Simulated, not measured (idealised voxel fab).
The process module presented herein is designated voxel ribs on slabs.
Each square cell in cross-section cut measures 5 nm, and the section as a whole is 155 nm wide.
A cross-section is written here as square cells arranged in a grid, and it is given in bands from the top down, each band taking up one or more rows of cells.
In this notation a band is specified by the heights of its top and bottom, in that order and in nm, after which its materials appear from left to right, each paired with its width in nm. The word "all across" attached to a single material means that material fills the band from edge to edge; the word "empty" stands for empty space.
Height reference: 0 = level under which incoming wafer is all one material. Lowest band: no bottom, runs on downward, e.g. "0 nm and below".
Width "30..40": first value at the band's top row of cells, second value at its bottom row, equal change from row to row.
"same as before" for a step: no cell of the cross-section changed in that step.
In "Closed void catalog" the enclosed voids are listed, meaning empty spaces of 8 cells or larger without any opening to the top. The form is width x height at distance, distance from the left edge, units nm.
Formally, on a step line, whatever follows the settings is a remark that the simulator itself makes on the step.
"overlay nm" answers the question of how far to the right of plan the mask lay on a step that has a mask, and when it is negative the answer is to the left.
Pairs from here to the end. Each: cross-section before one process step, cross-section after it, the latter only as far down as the lowest band that changed. Under each: the step between, and its settings. Mind that the pairs may be taken from different runs of this module on the same starting wafer; whether a pair continues from the pair above depends on its entry headed "Before step", and it does only where that entry says so.

**Before step**
0 nm and below: Si all across
Closed void catalog: none

**Structure After Step**
20 nm to 0 nm: SiO2 all across
Nothing below the height 0 has changed.
Closed void catalog: none
Between the two cross-sections shown above lies DIRECTIONAL_DEP,material SiO2,thk nm 20

Before step: For the state before this step, see the after cross-section of the pair located directly above.

**Structure After Step**
35 nm to 20 nm: SiN all across
Nothing below the height 20 has changed.
Closed void catalog: none
Between the two cross-sections shown above lies DIRECTIONAL_DEP,material SiN,thk nm 15

Before step: For the state before this step, see the after cross-section of the pair located directly above.

**Structure After Step**
45 nm to 35 nm: aC all across
Nothing below the height 35 has changed.
Closed void catalog: none
Between the two cross-sections shown above lies DIRECTIONAL_DEP,material aC,thk nm 10

Before step: For the state before this step, see the after cross-section of the pair located directly above.

**Structure After Step**
75 nm to 45 nm: empty (60) / resist (30) / empty (65)
Nothing below the height 45 has changed.
Closed void catalog: none
Between the two cross-sections shown above lies PATTERN,tone cover,mask id RIB,material resist,width nm 30,thk nm 30,overlay nm 0

Before step: For the state before this step, see the after cross-section of the pair located directly above.

**Structure After Step**
65 nm to 45 nm: empty (60) / resist (30) / empty (65)
45 nm to 35 nm: empty (60) / aC (30) / empty (65)
Nothing below the height 35 has changed.
Closed void catalog: none
Between the two cross-sections shown above lies DIRECTIONAL_ETCH,etch materials aC,depth nm 10

Before step: For the state before this step, see the after cross-section of the pair located directly above.

**Structure After Step**
45 nm to 35 nm: empty (60) / aC (30) / empty (65)
Nothing below the height 35 has changed.
Closed void catalog: none
Between the two cross-sections shown above lies STRIP,etch materials resist

Before step: For the state before this step, see the after cross-section of the pair located directly above.

**Structure After Step**
45 nm to 35 nm: empty (60) / aC (30) / empty (65)
35 nm to 25 nm: empty (60) / SiN (30) / empty (65)
Nothing below the height 25 has changed.
Closed void catalog: none
Between the two cross-sections shown above lies DIRECTIONAL_ETCH,etch materials SiN,depth nm 10

Before step: For the state before this step, see the after cross-section of the pair located directly above.

**Structure After Step**
35 nm to 25 nm: empty (60) / SiN (30) / empty (65)
Nothing below the height 25 has changed.
Closed void catalog: none
Between the two cross-sections shown above lies STRIP,etch materials aC

Before step: For the state before this step, see the after cross-section of the pair located directly above.

**Structure After Step**
50 nm to 40 nm: empty (60) / aC (30) / empty (65)
40 nm to 35 nm: aC all across
35 nm to 25 nm: aC (60) / SiN (30) / aC (65)
Nothing below the height 25 has changed.
Closed void catalog: none
Between the two cross-sections shown above lies DIRECTIONAL_DEP,material aC,thk nm 15

Before step: For the state before this step, see the after cross-section of the pair located directly above.

**Structure After Step**
85 nm to 50 nm: empty (30) / resist (90) / empty (35)
50 nm to 40 nm: empty (30) / resist (30) / aC (30) / resist (30) / empty (35)
Nothing below the height 40 has changed.
Closed void catalog: none
Between the two cross-sections shown above lies PATTERN,tone cover,mask id SLAB,material resist,width nm 90,thk nm 35,overlay nm 0

Before step: For the state before this step, see the after cross-section of the pair located directly above.

**Structure After Step**
70 nm to 50 nm: empty (30) / resist (90) / empty (35)
50 nm to 40 nm: empty (30) / resist (30) / aC (30) / resist (30) / empty (35)
40 nm to 35 nm: empty (30) / aC (90) / empty (35)
35 nm to 25 nm: empty (30) / aC (30) / SiN (30) / aC (30) / empty (35)
Nothing below the height 25 has changed.
Closed void catalog: none
Between the two cross-sections shown above lies DIRECTIONAL_ETCH,etch materials aC,depth nm 15

Before step: For the state before this step, see the after cross-section of the pair located directly above.

**Structure After Step**
50 nm to 40 nm: empty (60) / aC (30) / empty (65)
Nothing below the height 40 has changed.
Closed void catalog: none
Between the two cross-sections shown above lies STRIP,etch materials resist

Before step: For the state before this step, see the after cross-section of the pair located directly above.

**Structure After Step**
50 nm to 40 nm: empty (60) / aC (30) / empty (65)
40 nm to 35 nm: empty (30) / aC (90) / empty (35)
35 nm to 25 nm: empty (30) / aC (30) / SiN (30) / aC (30) / empty (35)
25 nm to 20 nm: empty (30) / SiN (90) / empty (35)
Nothing below the height 20 has changed.
Closed void catalog: none
Between the two cross-sections shown above lies DIRECTIONAL_ETCH,etch materials SiN,depth nm 5

Before step: For the state before this step, see the after cross-section of the pair located directly above.

**Structure After Step**
35 nm to 25 nm: empty (60) / SiN (30) / empty (65)
Nothing below the height 25 has changed.
Closed void catalog: none
Between the two cross-sections shown above lies STRIP,etch materials aC

Before step: For the state before this step, see the after cross-section of the pair located directly above.

**Structure After Step**
60 nm to 35 nm: SiO2 all across
35 nm to 25 nm: SiO2 (60) / SiN (30) / SiO2 (65)
25 nm to 20 nm: SiO2 (30) / SiN (90) / SiO2 (35)
Nothing below the height 20 has changed.
Closed void catalog: none
Between the two cross-sections shown above lies FILL_DEP,material SiO2,thk nm 25

Before step: For the state before this step, see the after cross-section of the pair located directly above.

**Structure After Step**
50 nm to 35 nm: SiO2 all across
Nothing below the height 35 has changed.
Closed void catalog: none
Between the two cross-sections shown above lies CMP,height nm 50

Before step: For the state before this step, see the after cross-section of the pair located directly above.

**Structure After Step**
60 nm to 50 nm: W all across
Nothing below the height 50 has changed.
Closed void catalog: none
Between the two cross-sections shown above lies DIRECTIONAL_DEP,material W,thk nm 10

Before step: For the state before this step, see the after cross-section of the pair located directly above.

**Structure After Step**
75 nm to 60 nm: aC all across
Nothing below the height 60 has changed.
Closed void catalog: none
Between the two cross-sections shown above lies DIRECTIONAL_DEP,material aC,thk nm 15

Before step: For the state before this step, see the after cross-section of the pair located directly above.

**Structure After Step**
110 nm to 75 nm: empty (55) / resist (40) / empty (60)
Nothing below the height 75 has changed.
Closed void catalog: none
Between the two cross-sections shown above lies PATTERN,tone cover,mask id HEATER,material resist,width nm 40,thk nm 35,overlay nm 0

Before step: For the state before this step, see the after cross-section of the pair located directly above.

**Structure After Step**
95 nm to 75 nm: empty (55) / resist (40) / empty (60)
75 nm to 60 nm: empty (55) / aC (40) / empty (60)
Nothing below the height 60 has changed.
Closed void catalog: none
Between the two cross-sections shown above lies DIRECTIONAL_ETCH,etch materials aC,depth nm 15

Before step: For the state before this step, see the after cross-section of the pair located directly above.

**Structure After Step**
75 nm to 60 nm: empty (55) / aC (40) / empty (60)
Nothing below the height 60 has changed.
Closed void catalog: none
Between the two cross-sections shown above lies STRIP,etch materials resist

Before step: For the state before this step, see the after cross-section of the pair located directly above.

**Structure After Step**
75 nm to 60 nm: empty (55) / aC (40) / empty (60)
60 nm to 50 nm: empty (55) / W (40) / empty (60)
Nothing below the height 50 has changed.
Closed void catalog: none
Between the two cross-sections shown above lies DIRECTIONAL_ETCH,etch materials W,depth nm 10

Before step: For the state before this step, see the after cross-section of the pair located directly above.

**Structure After Step**
60 nm to 50 nm: empty (55) / W (40) / empty (60)
Nothing below the height 50 has changed.
Closed void catalog: none
Between the two cross-sections shown above lies STRIP,etch materials aC

Before step: For the state before this step, see the after cross-section of the pair located directly above.

**Structure After Step**
70 nm to 60 nm: empty (45) / SiN (60) / empty (50)
60 nm to 50 nm: SiN (55) / W (40) / SiN (60)
Nothing below the height 50 has changed.
Closed void catalog: none
Between the two cross-sections shown above lies CONFORMAL_DEP,material SiN,thk nm 10

**Before step**
20 nm to 0 nm: SiO2 all across
0 nm and below: Si all across
Closed void catalog: none

**Structure After Step**
40 nm to 0 nm: SiO2 all across
Nothing below the height 0 has changed.
Closed void catalog: none
Between the two cross-sections shown above lies DIRECTIONAL_DEP,material SiO2,thk nm 20

Before step: For the state before this step, see the after cross-section of the pair located directly above.

**Structure After Step**
55 nm to 40 nm: SiN all across
Nothing below the height 40 has changed.
Closed void catalog: none
Between the two cross-sections shown above lies DIRECTIONAL_DEP,material SiN,thk nm 15

Before step: For the state before this step, see the after cross-section of the pair located directly above.

**Structure After Step**
65 nm to 55 nm: aC all across
Nothing below the height 55 has changed.
Closed void catalog: none
Between the two cross-sections shown above lies DIRECTIONAL_DEP,material aC,thk nm 10

Before step: For the state before this step, see the after cross-section of the pair located directly above.

**Structure After Step**
95 nm to 65 nm: empty (60) / resist (30) / empty (65)
Nothing below the height 65 has changed.
Closed void catalog: none
Between the two cross-sections shown above lies PATTERN,tone cover,mask id RIB,material resist,width nm 30,thk nm 30,overlay nm 0

Before step: For the state before this step, see the after cross-section of the pair located directly above.

**Structure After Step**
85 nm to 65 nm: empty (60) / resist (30) / empty (65)
65 nm to 55 nm: empty (60) / aC (30) / empty (65)
Nothing below the height 55 has changed.
Closed void catalog: none
Between the two cross-sections shown above lies DIRECTIONAL_ETCH,etch materials aC,depth nm 10

Before step: For the state before this step, see the after cross-section of the pair located directly above.

**Structure After Step**
65 nm to 55 nm: empty (60) / aC (30) / empty (65)
Nothing below the height 55 has changed.
Closed void catalog: none
Between the two cross-sections shown above lies STRIP,etch materials resist

Before step: For the state before this step, see the after cross-section of the pair located directly above.

**Structure After Step**
65 nm to 55 nm: empty (60) / aC (30) / empty (65)
55 nm to 45 nm: empty (60) / SiN (30) / empty (65)
Nothing below the height 45 has changed.
Closed void catalog: none
Between the two cross-sections shown above lies DIRECTIONAL_ETCH,etch materials SiN,depth nm 10

Before step: For the state before this step, see the after cross-section of the pair located directly above.

**Structure After Step**
55 nm to 45 nm: empty (60) / SiN (30) / empty (65)
Nothing below the height 45 has changed.
Closed void catalog: none
Between the two cross-sections shown above lies STRIP,etch materials aC

Before step: For the state before this step, see the after cross-section of the pair located directly above.

**Structure After Step**
70 nm to 60 nm: empty (60) / aC (30) / empty (65)
60 nm to 55 nm: aC all across
55 nm to 45 nm: aC (60) / SiN (30) / aC (65)
Nothing below the height 45 has changed.
Closed void catalog: none
Between the two cross-sections shown above lies DIRECTIONAL_DEP,material aC,thk nm 15

Before step: For the state before this step, see the after cross-section of the pair located directly above.

**Structure After Step**
105 nm to 70 nm: empty (30) / resist (90) / empty (35)
70 nm to 60 nm: empty (30) / resist (30) / aC (30) / resist (30) / empty (35)
Nothing below the height 60 has changed.
Closed void catalog: none
Between the two cross-sections shown above lies PATTERN,tone cover,mask id SLAB,material resist,width nm 90,thk nm 35,overlay nm 0

Before step: For the state before this step, see the after cross-section of the pair located directly above.

**Structure After Step**
90 nm to 70 nm: empty (30) / resist (90) / empty (35)
70 nm to 60 nm: empty (30) / resist (30) / aC (30) / resist (30) / empty (35)
60 nm to 55 nm: empty (30) / aC (90) / empty (35)
55 nm to 45 nm: empty (30) / aC (30) / SiN (30) / aC (30) / empty (35)
Nothing below the height 45 has changed.
Closed void catalog: none
Between the two cross-sections shown above lies DIRECTIONAL_ETCH,etch materials aC,depth nm 15

Before step: For the state before this step, see the after cross-section of the pair located directly above.

**Structure After Step**
70 nm to 60 nm: empty (60) / aC (30) / empty (65)
Nothing below the height 60 has changed.
Closed void catalog: none
Between the two cross-sections shown above lies STRIP,etch materials resist

Before step: For the state before this step, see the after cross-section of the pair located directly above.

**Structure After Step**
70 nm to 60 nm: empty (60) / aC (30) / empty (65)
60 nm to 55 nm: empty (30) / aC (90) / empty (35)
55 nm to 45 nm: empty (30) / aC (30) / SiN (30) / aC (30) / empty (35)
45 nm to 40 nm: empty (30) / SiN (90) / empty (35)
Nothing below the height 40 has changed.
Closed void catalog: none
Between the two cross-sections shown above lies DIRECTIONAL_ETCH,etch materials SiN,depth nm 5

Before step: For the state before this step, see the after cross-section of the pair located directly above.

**Structure After Step**
55 nm to 45 nm: empty (60) / SiN (30) / empty (65)
Nothing below the height 45 has changed.
Closed void catalog: none
Between the two cross-sections shown above lies STRIP,etch materials aC

Before step: For the state before this step, see the after cross-section of the pair located directly above.

**Structure After Step**
80 nm to 55 nm: SiO2 all across
55 nm to 45 nm: SiO2 (60) / SiN (30) / SiO2 (65)
45 nm to 40 nm: SiO2 (30) / SiN (90) / SiO2 (35)
Nothing below the height 40 has changed.
Closed void catalog: none
Between the two cross-sections shown above lies FILL_DEP,material SiO2,thk nm 25

Before step: For the state before this step, see the after cross-section of the pair located directly above.

**Structure After Step**
50 nm to 40 nm: SiO2 (60..30) / SiN (30..90) / SiO2 (65..35)
Nothing below the height 40 has changed.
Closed void catalog: none
Between the two cross-sections shown above lies CMP,height nm 50

Before step: For the state before this step, see the after cross-section of the pair located directly above.

**Structure After Step**
60 nm to 50 nm: W all across
Nothing below the height 50 has changed.
Closed void catalog: none
Between the two cross-sections shown above lies DIRECTIONAL_DEP,material W,thk nm 10

Before step: For the state before this step, see the after cross-section of the pair located directly above.

**Structure After Step**
75 nm to 60 nm: aC all across
Nothing below the height 60 has changed.
Closed void catalog: none
Between the two cross-sections shown above lies DIRECTIONAL_DEP,material aC,thk nm 15

Before step: For the state before this step, see the after cross-section of the pair located directly above.

**Structure After Step**
110 nm to 75 nm: empty (55) / resist (40) / empty (60)
Nothing below the height 75 has changed.
Closed void catalog: none
Between the two cross-sections shown above lies PATTERN,tone cover,mask id HEATER,material resist,width nm 40,thk nm 35,overlay nm 0

Before step: For the state before this step, see the after cross-section of the pair located directly above.

**Structure After Step**
95 nm to 75 nm: empty (55) / resist (40) / empty (60)
75 nm to 60 nm: empty (55) / aC (40) / empty (60)
Nothing below the height 60 has changed.
Closed void catalog: none
Between the two cross-sections shown above lies DIRECTIONAL_ETCH,etch materials aC,depth nm 15

Before step: For the state before this step, see the after cross-section of the pair located directly above.

**Structure After Step**
75 nm to 60 nm: empty (55) / aC (40) / empty (60)
Nothing below the height 60 has changed.
Closed void catalog: none
Between the two cross-sections shown above lies STRIP,etch materials resist

Before step: For the state before this step, see the after cross-section of the pair located directly above.

**Structure After Step**
75 nm to 60 nm: empty (55) / aC (40) / empty (60)
60 nm to 50 nm: empty (55) / W (40) / empty (60)
Nothing below the height 50 has changed.
Closed void catalog: none
Between the two cross-sections shown above lies DIRECTIONAL_ETCH,etch materials W,depth nm 10

Before step: For the state before this step, see the after cross-section of the pair located directly above.

**Structure After Step**
60 nm to 50 nm: empty (55) / W (40) / empty (60)
Nothing below the height 50 has changed.
Closed void catalog: none
Between the two cross-sections shown above lies STRIP,etch materials aC

Before step: For the state before this step, see the after cross-section of the pair located directly above.

**Structure After Step**
70 nm to 60 nm: empty (45) / SiN (60) / empty (50)
60 nm to 50 nm: SiN (55) / W (40) / SiN (60)
Nothing below the height 50 has changed.
Closed void catalog: none
Between the two cross-sections shown above lies CONFORMAL_DEP,material SiN,thk nm 10

**Before step**
0 nm and below: Si all across
Closed void catalog: none

**Structure After Step**
15 nm to 0 nm: SiN all across
Nothing below the height 0 has changed.
Closed void catalog: none
Between the two cross-sections shown above lies DIRECTIONAL_DEP,material SiN,thk nm 15

Before step: For the state before this step, see the after cross-section of the pair located directly above.

**Structure After Step**
35 nm to 15 nm: SiO2 all across
Nothing below the height 15 has changed.
Closed void catalog: none
Between the two cross-sections shown above lies DIRECTIONAL_DEP,material SiO2,thk nm 20

Before step: For the state before this step, see the after cross-section of the pair located directly above.

**Structure After Step**
45 nm to 35 nm: aC all across
Nothing below the height 35 has changed.
Closed void catalog: none
Between the two cross-sections shown above lies DIRECTIONAL_DEP,material aC,thk nm 10

Before step: For the state before this step, see the after cross-section of the pair located directly above.

**Structure After Step**
75 nm to 45 nm: empty (60) / resist (30) / empty (65)
Nothing below the height 45 has changed.
Closed void catalog: none
Between the two cross-sections shown above lies PATTERN,tone cover,mask id RIB,material resist,width nm 30,thk nm 30,overlay nm 0

Before step: For the state before this step, see the after cross-section of the pair located directly above.

**Structure After Step**
65 nm to 45 nm: empty (60) / resist (30) / empty (65)
45 nm to 35 nm: empty (60) / aC (30) / empty (65)
Nothing below the height 35 has changed.
Closed void catalog: none
Between the two cross-sections shown above lies DIRECTIONAL_ETCH,etch materials aC,depth nm 10

Before step: For the state before this step, see the after cross-section of the pair located directly above.

**Structure After Step**
45 nm to 35 nm: empty (60) / aC (30) / empty (65)
Nothing below the height 35 has changed.
Closed void catalog: none
Between the two cross-sections shown above lies STRIP,etch materials resist

Before step: For the state before this step, see the after cross-section of the pair located directly above.

**Structure After Step**
35 nm to 15 nm: SiO2 all across
Nothing below the height 15 has changed.
Closed void catalog: none
Between the two cross-sections shown above lies STRIP,etch materials aC

Before step: For the state before this step, see the after cross-section of the pair located directly above.

**Structure After Step**
50 nm to 35 nm: aC all across
Nothing below the height 35 has changed.
Closed void catalog: none
Between the two cross-sections shown above lies DIRECTIONAL_DEP,material aC,thk nm 15

Before step: For the state before this step, see the after cross-section of the pair located directly above.

**Structure After Step**
85 nm to 50 nm: empty (30) / resist (90) / empty (35)
Nothing below the height 50 has changed.
Closed void catalog: none
Between the two cross-sections shown above lies PATTERN,tone cover,mask id SLAB,material resist,width nm 90,thk nm 35,overlay nm 0

Before step: For the state before this step, see the after cross-section of the pair located directly above.

**Structure After Step**
70 nm to 50 nm: empty (30) / resist (90) / empty (35)
50 nm to 35 nm: empty (30) / aC (90) / empty (35)
Nothing below the height 35 has changed.
Closed void catalog: none
Between the two cross-sections shown above lies DIRECTIONAL_ETCH,etch materials aC,depth nm 15

Before step: For the state before this step, see the after cross-section of the pair located directly above.

**Structure After Step**
50 nm to 35 nm: empty (30) / aC (90) / empty (35)
Nothing below the height 35 has changed.
Closed void catalog: none
Between the two cross-sections shown above lies STRIP,etch materials resist

Before step: For the state before this step, see the after cross-section of the pair located directly above.

**Structure After Step**
35 nm to 15 nm: SiO2 all across
Nothing below the height 15 has changed.
Closed void catalog: none
Between the two cross-sections shown above lies STRIP,etch materials aC

Before step: For the state before this step, see the after cross-section of the pair located directly above.

**Structure After Step**
60 nm to 15 nm: SiO2 all across
Nothing below the height 15 has changed.
Closed void catalog: none
Between the two cross-sections shown above lies FILL_DEP,material SiO2,thk nm 25

Before step: For the state before this step, see the after cross-section of the pair located directly above.

**Structure After Step**
50 nm to 15 nm: SiO2 all across
Nothing below the height 15 has changed.
Closed void catalog: none
Between the two cross-sections shown above lies CMP,height nm 50

Before step: For the state before this step, see the after cross-section of the pair located directly above.

**Structure After Step**
60 nm to 50 nm: W all across
Nothing below the height 50 has changed.
Closed void catalog: none
Between the two cross-sections shown above lies DIRECTIONAL_DEP,material W,thk nm 10

Before step: For the state before this step, see the after cross-section of the pair located directly above.

**Structure After Step**
75 nm to 60 nm: aC all across
Nothing below the height 60 has changed.
Closed void catalog: none
Between the two cross-sections shown above lies DIRECTIONAL_DEP,material aC,thk nm 15

Before step: For the state before this step, see the after cross-section of the pair located directly above.

**Structure After Step**
110 nm to 75 nm: empty (55) / resist (40) / empty (60)
Nothing below the height 75 has changed.
Closed void catalog: none
Between the two cross-sections shown above lies PATTERN,tone cover,mask id HEATER,material resist,width nm 40,thk nm 35,overlay nm 0

Before step: For the state before this step, see the after cross-section of the pair located directly above.

**Structure After Step**
95 nm to 75 nm: empty (55) / resist (40) / empty (60)
75 nm to 60 nm: empty (55) / aC (40) / empty (60)
Nothing below the height 60 has changed.
Closed void catalog: none
Between the two cross-sections shown above lies DIRECTIONAL_ETCH,etch materials aC,depth nm 15

Before step: For the state before this step, see the after cross-section of the pair located directly above.

**Structure After Step**
75 nm to 60 nm: empty (55) / aC (40) / empty (60)
Nothing below the height 60 has changed.
Closed void catalog: none
Between the two cross-sections shown above lies STRIP,etch materials resist

Before step: For the state before this step, see the after cross-section of the pair located directly above.

**Structure After Step**
75 nm to 60 nm: empty (55) / aC (40) / empty (60)
60 nm to 50 nm: empty (55) / W (40) / empty (60)
Nothing below the height 50 has changed.
Closed void catalog: none
Between the two cross-sections shown above lies DIRECTIONAL_ETCH,etch materials W,depth nm 10

Before step: For the state before this step, see the after cross-section of the pair located directly above.

**Structure After Step**
60 nm to 50 nm: empty (55) / W (40) / empty (60)
Nothing below the height 50 has changed.
Closed void catalog: none
Between the two cross-sections shown above lies STRIP,etch materials aC

Before step: For the state before this step, see the after cross-section of the pair located directly above.

**Structure After Step**
70 nm to 60 nm: empty (45) / SiN (60) / empty (50)
60 nm to 50 nm: SiN (55) / W (40) / SiN (60)
Nothing below the height 50 has changed.
Closed void catalog: none
Between the two cross-sections shown above lies CONFORMAL_DEP,material SiN,thk nm 10

**Before step**
0 nm and below: Si all across
Closed void catalog: none

**Structure After Step**
15 nm to 0 nm: SiO2 all across
Nothing below the height 0 has changed.
Closed void catalog: none
Between the two cross-sections shown above lies DIRECTIONAL_DEP,material SiO2,thk nm 15

Before step: For the state before this step, see the after cross-section of the pair located directly above.

**Structure After Step**
30 nm to 15 nm: SiN all across
Nothing below the height 15 has changed.
Closed void catalog: none
Between the two cross-sections shown above lies DIRECTIONAL_DEP,material SiN,thk nm 15

Before step: For the state before this step, see the after cross-section of the pair located directly above.

**Structure After Step**
40 nm to 30 nm: aC all across
Nothing below the height 30 has changed.
Closed void catalog: none
Between the two cross-sections shown above lies DIRECTIONAL_DEP,material aC,thk nm 10

Before step: For the state before this step, see the after cross-section of the pair located directly above.

**Structure After Step**
70 nm to 40 nm: empty (60) / resist (30) / empty (65)
Nothing below the height 40 has changed.
Closed void catalog: none
Between the two cross-sections shown above lies PATTERN,tone cover,mask id RIB,material resist,width nm 30,thk nm 30,overlay nm 0

Before step: For the state before this step, see the after cross-section of the pair located directly above.

**Structure After Step**
60 nm to 40 nm: empty (60) / resist (30) / empty (65)
40 nm to 30 nm: empty (60) / aC (30) / empty (65)
Nothing below the height 30 has changed.
Closed void catalog: none
Between the two cross-sections shown above lies DIRECTIONAL_ETCH,etch materials aC,depth nm 10

Before step: For the state before this step, see the after cross-section of the pair located directly above.

**Structure After Step**
40 nm to 30 nm: empty (60) / aC (30) / empty (65)
Nothing below the height 30 has changed.
Closed void catalog: none
Between the two cross-sections shown above lies STRIP,etch materials resist

Before step: For the state before this step, see the after cross-section of the pair located directly above.

**Structure After Step**
40 nm to 30 nm: empty (60) / aC (30) / empty (65)
30 nm to 20 nm: empty (60) / SiN (30) / empty (65)
Nothing below the height 20 has changed.
Closed void catalog: none
Between the two cross-sections shown above lies DIRECTIONAL_ETCH,etch materials SiN,depth nm 10

Before step: For the state before this step, see the after cross-section of the pair located directly above.

**Structure After Step**
30 nm to 20 nm: empty (60) / SiN (30) / empty (65)
Nothing below the height 20 has changed.
Closed void catalog: none
Between the two cross-sections shown above lies STRIP,etch materials aC

Before step: For the state before this step, see the after cross-section of the pair located directly above.

**Structure After Step**
45 nm to 35 nm: empty (60) / aC (30) / empty (65)
35 nm to 30 nm: aC all across
30 nm to 20 nm: aC (60) / SiN (30) / aC (65)
Nothing below the height 20 has changed.
Closed void catalog: none
Between the two cross-sections shown above lies DIRECTIONAL_DEP,material aC,thk nm 15

Before step: For the state before this step, see the after cross-section of the pair located directly above.

**Structure After Step**
80 nm to 45 nm: empty (30) / resist (90) / empty (35)
45 nm to 35 nm: empty (30) / resist (30) / aC (30) / resist (30) / empty (35)
Nothing below the height 35 has changed.
Closed void catalog: none
Between the two cross-sections shown above lies PATTERN,tone cover,mask id SLAB,material resist,width nm 90,thk nm 35,overlay nm 0

Before step: For the state before this step, see the after cross-section of the pair located directly above.

**Structure After Step**
65 nm to 45 nm: empty (30) / resist (90) / empty (35)
45 nm to 35 nm: empty (30) / resist (30) / aC (30) / resist (30) / empty (35)
35 nm to 30 nm: empty (30) / aC (90) / empty (35)
30 nm to 20 nm: empty (30) / aC (30) / SiN (30) / aC (30) / empty (35)
Nothing below the height 20 has changed.
Closed void catalog: none
Between the two cross-sections shown above lies DIRECTIONAL_ETCH,etch materials aC,depth nm 15

Before step: For the state before this step, see the after cross-section of the pair located directly above.

**Structure After Step**
45 nm to 35 nm: empty (60) / aC (30) / empty (65)
Nothing below the height 35 has changed.
Closed void catalog: none
Between the two cross-sections shown above lies STRIP,etch materials resist

Before step: For the state before this step, see the after cross-section of the pair located directly above.

**Structure After Step**
45 nm to 35 nm: empty (60) / aC (30) / empty (65)
35 nm to 30 nm: empty (30) / aC (90) / empty (35)
30 nm to 20 nm: empty (30) / aC (30) / SiN (30) / aC (30) / empty (35)
20 nm to 15 nm: empty (30) / SiN (90) / empty (35)
Nothing below the height 15 has changed.
Closed void catalog: none
Between the two cross-sections shown above lies DIRECTIONAL_ETCH,etch materials SiN,depth nm 5

Before step: For the state before this step, see the after cross-section of the pair located directly above.

**Structure After Step**
30 nm to 20 nm: empty (60) / SiN (30) / empty (65)
Nothing below the height 20 has changed.
Closed void catalog: none
Between the two cross-sections shown above lies STRIP,etch materials aC

Before step: For the state before this step, see the after cross-section of the pair located directly above.

**Structure After Step**
55 nm to 30 nm: SiO2 all across
30 nm to 20 nm: SiO2 (60) / SiN (30) / SiO2 (65)
20 nm to 15 nm: SiO2 (30) / SiN (90) / SiO2 (35)
Nothing below the height 15 has changed.
Closed void catalog: none
Between the two cross-sections shown above lies FILL_DEP,material SiO2,thk nm 25

Before step: For the state before this step, see the after cross-section of the pair located directly above.

**Structure After Step**
50 nm to 30 nm: SiO2 all across
Nothing below the height 30 has changed.
Closed void catalog: none
Between the two cross-sections shown above lies CMP,height nm 50

Before step: For the state before this step, see the after cross-section of the pair located directly above.

**Structure After Step**
60 nm to 50 nm: W all across
Nothing below the height 50 has changed.
Closed void catalog: none
Between the two cross-sections shown above lies DIRECTIONAL_DEP,material W,thk nm 10

Before step: For the state before this step, see the after cross-section of the pair located directly above.

**Structure After Step**
75 nm to 60 nm: aC all across
Nothing below the height 60 has changed.
Closed void catalog: none
Between the two cross-sections shown above lies DIRECTIONAL_DEP,material aC,thk nm 15

Before step: For the state before this step, see the after cross-section of the pair located directly above.

**Structure After Step**
110 nm to 75 nm: empty (55) / resist (40) / empty (60)
Nothing below the height 75 has changed.
Closed void catalog: none
Between the two cross-sections shown above lies PATTERN,tone cover,mask id HEATER,material resist,width nm 40,thk nm 35,overlay nm 0

Before step: For the state before this step, see the after cross-section of the pair located directly above.

**Structure After Step**
95 nm to 75 nm: empty (55) / resist (40) / empty (60)
75 nm to 60 nm: empty (55) / aC (40) / empty (60)
Nothing below the height 60 has changed.
Closed void catalog: none
Between the two cross-sections shown above lies DIRECTIONAL_ETCH,etch materials aC,depth nm 15

Before step: For the state before this step, see the after cross-section of the pair located directly above.

**Structure After Step**
75 nm to 60 nm: empty (55) / aC (40) / empty (60)
Nothing below the height 60 has changed.
Closed void catalog: none
Between the two cross-sections shown above lies STRIP,etch materials resist

Before step: For the state before this step, see the after cross-section of the pair located directly above.

**Structure After Step**
75 nm to 60 nm: empty (55) / aC (40) / empty (60)
60 nm to 50 nm: empty (55) / W (40) / empty (60)
Nothing below the height 50 has changed.
Closed void catalog: none
Between the two cross-sections shown above lies DIRECTIONAL_ETCH,etch materials W,depth nm 10

Before step: For the state before this step, see the after cross-section of the pair located directly above.

**Structure After Step**
60 nm to 50 nm: empty (55) / W (40) / empty (60)
Nothing below the height 50 has changed.
Closed void catalog: none
Between the two cross-sections shown above lies STRIP,etch materials aC

Before step: For the state before this step, see the after cross-section of the pair located directly above.

**Structure After Step**
70 nm to 60 nm: empty (45) / SiN (60) / empty (50)
60 nm to 50 nm: SiN (55) / W (40) / SiN (60)
Nothing below the height 50 has changed.
Closed void catalog: none
Between the two cross-sections shown above lies CONFORMAL_DEP,material SiN,thk nm 10

**Before step**
50 nm to 40 nm: empty (60) / aC (30) / empty (65)
40 nm to 35 nm: aC all across
35 nm to 25 nm: aC (60) / SiN (30) / aC (65)
25 nm to 20 nm: SiN all across
20 nm to 0 nm: SiO2 all across
0 nm and below: Si all across
Closed void catalog: none

**Structure After Step**
85 nm to 50 nm: empty (35) / resist (80) / empty (40)
50 nm to 40 nm: empty (35) / resist (25) / aC (30) / resist (25) / empty (40)
Nothing below the height 40 has changed.
Closed void catalog: none
Between the two cross-sections shown above lies PATTERN,tone cover,mask id SLAB,material resist,width nm 80,thk nm 35,overlay nm 0

Before step: For the state before this step, see the after cross-section of the pair located directly above.

**Structure After Step**
70 nm to 50 nm: empty (35) / resist (80) / empty (40)
50 nm to 40 nm: empty (35) / resist (25) / aC (30) / resist (25) / empty (40)
40 nm to 35 nm: empty (35) / aC (80) / empty (40)
35 nm to 25 nm: empty (35) / aC (25) / SiN (30) / aC (25) / empty (40)
Nothing below the height 25 has changed.
Closed void catalog: none
Between the two cross-sections shown above lies DIRECTIONAL_ETCH,etch materials aC,depth nm 15

Before step: For the state before this step, see the after cross-section of the pair located directly above.

**Structure After Step**
50 nm to 40 nm: empty (60) / aC (30) / empty (65)
Nothing below the height 40 has changed.
Closed void catalog: none
Between the two cross-sections shown above lies STRIP,etch materials resist

Before step: For the state before this step, see the after cross-section of the pair located directly above.

**Structure After Step**
50 nm to 40 nm: empty (60) / aC (30) / empty (65)
40 nm to 35 nm: empty (35) / aC (80) / empty (40)
35 nm to 25 nm: empty (35) / aC (25) / SiN (30) / aC (25) / empty (40)
25 nm to 20 nm: empty (35) / SiN (80) / empty (40)
Nothing below the height 20 has changed.
Closed void catalog: none
Between the two cross-sections shown above lies DIRECTIONAL_ETCH,etch materials SiN,depth nm 5

Before step: For the state before this step, see the after cross-section of the pair located directly above.

**Structure After Step**
35 nm to 25 nm: empty (60) / SiN (30) / empty (65)
Nothing below the height 25 has changed.
Closed void catalog: none
Between the two cross-sections shown above lies STRIP,etch materials aC
